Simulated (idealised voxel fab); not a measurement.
process module | voxel wiring stack
cross-section cut | 220 nm wide | cells 5 nm
A cross-section is a grid of square cells, given in bands from the top down. A band is one or more rows of cells.
Each band's line starts with the height of the band's top and of its bottom, in nm. Then come its materials from left to right, each with its width in nm. One material with "throughout" fills the band from edge to edge. "air" is empty space.
Height 0 is the level under which the wafer as received is all one material. The lowest band goes on downwards, as in "0 down".
A width such as "30 to 40" changes by the same amount from each row of cells to the next, from the band's top row to its bottom row.
"no change" after a step means that no cell of the cross-section changed.
closed voids: empty space of 8 cells or more with no open way to the top, each as width x height at its distance from the left edge, in nm
after a step's settings: what the simulator itself notes on the step
overlay nm, on a step with a mask: how far to the right of its planned place the mask lay; to the left if negative
plan
1 op RECEIVE | material Si
2 op CONFORMAL_DEP | material SiO2 | thk nm 10
3 op CONFORMAL_DEP | material SiN | thk nm 5
4 op DIRECTIONAL_DEP | material lowk | thk nm 25
5 op MASKED_ETCH | tone open | mask id METAL_1 | width nm 25 | pitch nm 45 | etch materials lowk | depth nm 25 | overlay nm 0
6 op MASKED_ETCH | tone open | mask id METAL_1 | width nm 25 | pitch nm 45 | etch materials SiN | depth nm 5 | overlay nm 0
7 op CONFORMAL_DEP | material TiN | thk nm 5
8 op FILL_DEP | material Cu | thk nm 10
9 op CMP | height nm 40
10 op EPI | material Ru | thk nm 5
11 op FILL_DEP | material SiCN | thk nm 5
12 op DIRECTIONAL_DEP | material SiO2 | thk nm 10
13 op PATTERN | tone open | mask id PLUG_1 | material resist | width nm 15 | pitch nm 45 | thk nm 20 | overlay nm 0
14 op DIRECTIONAL_ETCH | etch materials SiO2 | depth nm 10
15 op DIRECTIONAL_ETCH | etch materials SiCN | depth nm 5
16 op STRIP | etch materials resist
17 op EPI | material Ru | thk nm 10
18 op EPI | material Ru | thk nm 5
19 op DIRECTIONAL_DEP | material TiN | thk nm 5
20 op DIRECTIONAL_DEP | material W | thk nm 15
21 op PATTERN | tone cover | mask id METAL_2 | material resist | width nm 25 | pitch nm 45 | thk nm 15 | overlay nm 0
22 op DIRECTIONAL_ETCH | etch materials W | depth nm 15
23 op DIRECTIONAL_ETCH | etch materials TiN | depth nm 5
24 op STRIP | etch materials resist
25 op FILL_DEP | material lowk | thk nm 10
26 op CMP | height nm 80
27 op CONFORMAL_DEP | material SiCN | thk nm 5
28 op DIRECTIONAL_DEP | material lowk | thk nm 20
29 op PATTERN | tone open | mask id PLUG_2 | material resist | width nm 15 | pitch nm 45 | thk nm 15 | overlay nm 0
30 op DIRECTIONAL_ETCH | etch materials lowk | depth nm 20
31 op DIRECTIONAL_ETCH | etch materials SiCN | depth nm 5
32 op STRIP | etch materials resist
33 op EPI | material Ru | thk nm 10
34 op EPI | material Ru | thk nm 10
35 op EPI | material Ru | thk nm 5
36 op CONFORMAL_DEP | material SiCN | thk nm 5
37 op DIRECTIONAL_DEP | material lowk | thk nm 25
38 op MASKED_ETCH | tone open | mask id METAL_3 | width nm 25 | pitch nm 45 | etch materials lowk | depth nm 25 | overlay nm 0
39 op MASKED_ETCH | tone open | mask id METAL_3 | width nm 25 | pitch nm 45 | etch materials SiCN | depth nm 5 | overlay nm 0
40 op CONFORMAL_DEP | material TiN | thk nm 5
41 op FILL_DEP | material Ru | thk nm 10
42 op CMP | height nm 135
43 op CONFORMAL_DEP | material SiCN | thk nm 5
44 op DIRECTIONAL_DEP | material lowk | thk nm 10
45 op MASKED_ETCH | tone open | mask id PLUG_3 | width nm 15 | pitch nm 90 | etch materials lowk | depth nm 10 | overlay nm 0
46 op MASKED_ETCH | tone open | mask id PLUG_3 | width nm 15 | pitch nm 90 | etch materials SiCN | depth nm 5 | overlay nm 0
47 op EPI | material Ru | thk nm 10
48 op EPI | material Ru | thk nm 5
49 op CONFORMAL_DEP | material SiN | thk nm 5
50 op DIRECTIONAL_DEP | material SiO2 | thk nm 25
51 op PATTERN | tone open | mask id METAL_4 | material resist | width nm 25 | pitch nm 45 | thk nm 20 | overlay nm -15
52 op DIRECTIONAL_ETCH | etch materials SiO2 | depth nm 25
53 op DIRECTIONAL_ETCH | etch materials SiN | depth nm 5
54 op STRIP | etch materials resist
55 op CONFORMAL_DEP | material TiN | thk nm 5
56 op FILL_DEP | material Cu | thk nm 10
57 op CMP | height nm 180
58 op EPI | material Ru | thk nm 5
59 op FILL_DEP | material SiCN | thk nm 5
varied across the wafers: overlay nm of step 51. The plan shows the first wafer's value. All wafers start alike
first wafer as received, after step 1
  0 down: Si throughout
  closed voids: none
each wafer at the end: cells of each material gained (+) or lost (-) since it was received, then its closed voids
overlay nm -15 | +120 Cu | +230 Ru | +202 SiCN | +48 SiN | +272 SiO2 | +200 TiN | +60 W | +540 lowk | closed voids: none
overlay nm -10 | +120 Cu | +230 Ru | +202 SiCN | +48 SiN | +272 SiO2 | +200 TiN | +60 W | +540 lowk | closed voids: none
overlay nm -5 | +120 Cu | +230 Ru | +202 SiCN | +48 SiN | +272 SiO2 | +200 TiN | +60 W | +540 lowk | closed voids: none
overlay nm 0 | +120 Cu | +230 Ru | +202 SiCN | +48 SiN | +272 SiO2 | +200 TiN | +60 W | +540 lowk | closed voids: none
overlay nm 5 | +120 Cu | +230 Ru | +202 SiCN | +48 SiN | +272 SiO2 | +200 TiN | +60 W | +540 lowk | closed voids: none
overlay nm 10 | +120 Cu | +230 Ru | +202 SiCN | +48 SiN | +272 SiO2 | +200 TiN | +60 W | +540 lowk | closed voids: none
overlay nm 15 | +120 Cu | +230 Ru | +202 SiCN | +48 SiN | +272 SiO2 | +200 TiN | +60 W | +540 lowk | closed voids: none
